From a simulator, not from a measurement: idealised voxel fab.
Process module in this document: voxel capacitor over wiring
The cross-section shown here is cut; it is 215 nm wide and divided into square cells measuring 5 nm on a side.
When this document writes out a cross-section, it uses a grid of square cells and lists it as bands, beginning at the top and moving down, with a band standing for one or more rows of cells.
In this notation a band is specified by the heights of its top and bottom, in that order and in nm, after which its materials appear from left to right, each paired with its width in nm. The word "all across" attached to a single material means that material fills the band from edge to edge; the word "empty" stands for empty space.
Heights from 0 (as-received wafer is one material below). Bottom band endless downward, as "z 0 and below".
The notation "30..40" denotes a width that varies across the rows of cells in the band, beginning at the first number in the top row, finishing at the second number in the bottom row, and changing by an identical amount from each row to the next.
For the purposes of this document, the phrase "nothing was modified" attached to a step denotes that no cell within the cross-section was modified by that step.
Closed empty spaces (no open way to the top) of 8 cells or more are what "Fully sealed voids" lists, each as width x height at distance from the left edge, nm for all three.
On each step's line, the part that comes after the settings is the simulator's own comment on the step.
overlay nm: right-of-plan distance of the mask on a masked step; negative values mean left-of-plan.

# Listed below are the process steps as planned
1 RECEIVE (material Si)
2 CONFORMAL_DEP (material SiO2; thk nm 10)
3 CONFORMAL_DEP (material SiN; thk nm 5)
4 DIRECTIONAL_DEP (material lowk; thk nm 15)
5 MASKED_ETCH (tone open; mask id METAL_1; width nm 20; pitch nm 100; etch materials lowk; depth nm 15; overlay nm 0)
6 MASKED_ETCH (tone open; mask id METAL_1; width nm 30; pitch nm 100; etch materials SiN; depth nm 5; overlay nm 0)
7 CONFORMAL_DEP (material TiN; thk nm 5)
8 FILL_DEP (material Cu; thk nm 10)
9 CMP (height nm 30)
10 CONFORMAL_DEP (material SiCN; thk nm 5)
11 DIRECTIONAL_DEP (material SiO2; thk nm 15)
12 DIRECTIONAL_DEP (material aC; thk nm 15)
13 PATTERN (tone open; mask id PLUG_1; material resist; width nm 15; thk nm 30; overlay nm 0)
14 DIRECTIONAL_ETCH (etch materials aC; depth nm 15)
15 STRIP (etch materials resist)
16 DIRECTIONAL_ETCH (etch materials SiO2; depth nm 15)
17 DIRECTIONAL_ETCH (etch materials SiCN; depth nm 5)
18 STRIP (etch materials aC)
19 CONFORMAL_DEP (material TiN; thk nm 5)
20 FILL_DEP (material Cu; thk nm 5)
21 CMP (height nm 50)
22 DIRECTIONAL_DEP (material TiN; thk nm 10)
23 DIRECTIONAL_DEP (material HfO2; thk nm 5)
24 DIRECTIONAL_DEP (material TiN; thk nm 5)
25 DIRECTIONAL_DEP (material aC; thk nm 10)
26 PATTERN (tone cover; mask id UPPER_PLATE; material resist; width nm 75; thk nm 30; overlay nm 0)
27 DIRECTIONAL_ETCH (etch materials aC; depth nm 10)
28 STRIP (etch materials resist)
29 DIRECTIONAL_ETCH (etch materials TiN; depth nm 5)
30 DIRECTIONAL_ETCH (etch materials HfO2; depth nm 5)
31 STRIP (etch materials aC)
32 DIRECTIONAL_DEP (material aC; thk nm 10)
33 PATTERN (tone cover; mask id LOWER_PLATE; material resist; width nm 85; thk nm 25; overlay nm 0)
34 DIRECTIONAL_ETCH (etch materials aC; depth nm 10)
35 STRIP (etch materials resist)
36 DIRECTIONAL_ETCH (etch materials TiN; depth nm 10)
37 STRIP (etch materials aC)
38 FILL_DEP (material SiO2; thk nm 15)
39 CMP (height nm 80)
40 PATTERN (tone open; mask id PLUG_2; material resist; width nm 15; thk nm 15; overlay nm 0)
41 DIRECTIONAL_ETCH (etch materials SiO2; depth nm 10)
42 STRIP (etch materials resist)
43 CONFORMAL_DEP (material TiN; thk nm 5)
44 FILL_DEP (material W; thk nm 10)
45 CMP (height nm 80)
46 CONFORMAL_DEP (material SiCN; thk nm 5)
The wafers are alike at the start. At step 5, their width nm differs. The plan lists the first wafer's value.

# Cross-section of the first of several received wafers, showing its state after step 1
> z 0 and below | Si all across
> Fully sealed voids: none

# Wafer cross-section (first of several) - module end, post step 46 (last step)
> z 85 to 80 | SiCN all across
> z 80 to 75 | SiO2=65 | TiN=5 | W=5 | TiN=5 | SiO2=135
> z 75 to 65 | SiO2=65..55 | TiN=15..75 | SiO2=135..85
> z 65 to 60 | SiO2=55 | HfO2=75 | SiO2=85
> z 60 to 50 | SiO2=50 | TiN=85 | SiO2=80
> z 50 to 35 | SiO2=55 | TiN=5 | Cu=5 | TiN=5 | SiO2=145
> z 35 to 30 | SiCN=55 | TiN=15 | SiCN=145
> z 30 to 15 | lowk=45 | TiN=5 | Cu=10 | TiN=5 | lowk=80 | TiN=5 | Cu=10 | TiN=5 | lowk=50
> z 15 to 10 | SiN=45 | TiN=20 | SiN=80 | TiN=20 | SiN=50
> z 10 to 0 | SiO2 all across
> z 0 and below | Si all across
> Fully sealed voids: none

# Here's the last wafer cross-sectioned at the end of the module
> z 85 to 80 | SiCN all across
> z 80 to 75 | SiO2=65 | TiN=5 | W=5 | TiN=5 | SiO2=135
> z 75 to 65 | SiO2=65..55 | TiN=15..75 | SiO2=135..85
> z 65 to 60 | SiO2=55 | HfO2=75 | SiO2=85
> z 60 to 50 | SiO2=50 | TiN=85 | SiO2=80
> z 50 to 35 | SiO2=55 | TiN=5 | Cu=5 | TiN=5 | SiO2=145
> z 35 to 30 | SiCN=55 | TiN=15 | SiCN=145
> z 30 to 20 | lowk=35 | TiN=5 | Cu=35 | TiN=5 | lowk=55 | TiN=5 | Cu=35 | TiN=5 | lowk=35
> z 20 to 15 | lowk=35 | TiN=10 | Cu=20 | TiN=15 | lowk=55 | TiN=10 | Cu=20 | TiN=15 | lowk=35
> z 15 to 10 | SiN=40 | TiN=30 | SiN=70 | TiN=30 | SiN=45
> z 10 to 0 | SiO2 all across
> z 0 and below | Si all across
> Fully sealed voids: none

# Note: the following table is arranged by wafer, a row apiece. Each row reports the end-of-module state: per material, cells gained (+) or cells lost (-) compared with the wafer as received; closed voids follow
width nm 20, +15 Cu, +15 HfO2, +83 SiCN, +35 SiN, +394 SiO2, +83 TiN, +1 W, +105 lowk, Fully sealed voids: none
width nm 25, +21 Cu, +15 HfO2, +83 SiCN, +33 SiN, +394 SiO2, +85 TiN, +1 W, +99 lowk, Fully sealed voids: none
width nm 30, +27 Cu, +15 HfO2, +83 SiCN, +31 SiN, +394 SiO2, +87 TiN, +1 W, +93 lowk, Fully sealed voids: none
width nm 35, +31 Cu, +15 HfO2, +83 SiCN, +31 SiN, +394 SiO2, +89 TiN, +1 W, +87 lowk, Fully sealed voids: none
width nm 40, +35 Cu, +15 HfO2, +83 SiCN, +31 SiN, +394 SiO2, +91 TiN, +1 W, +81 lowk, Fully sealed voids: none
width nm 45, +39 Cu, +15 HfO2, +83 SiCN, +31 SiN, +394 SiO2, +93 TiN, +1 W, +75 lowk, Fully sealed voids: none
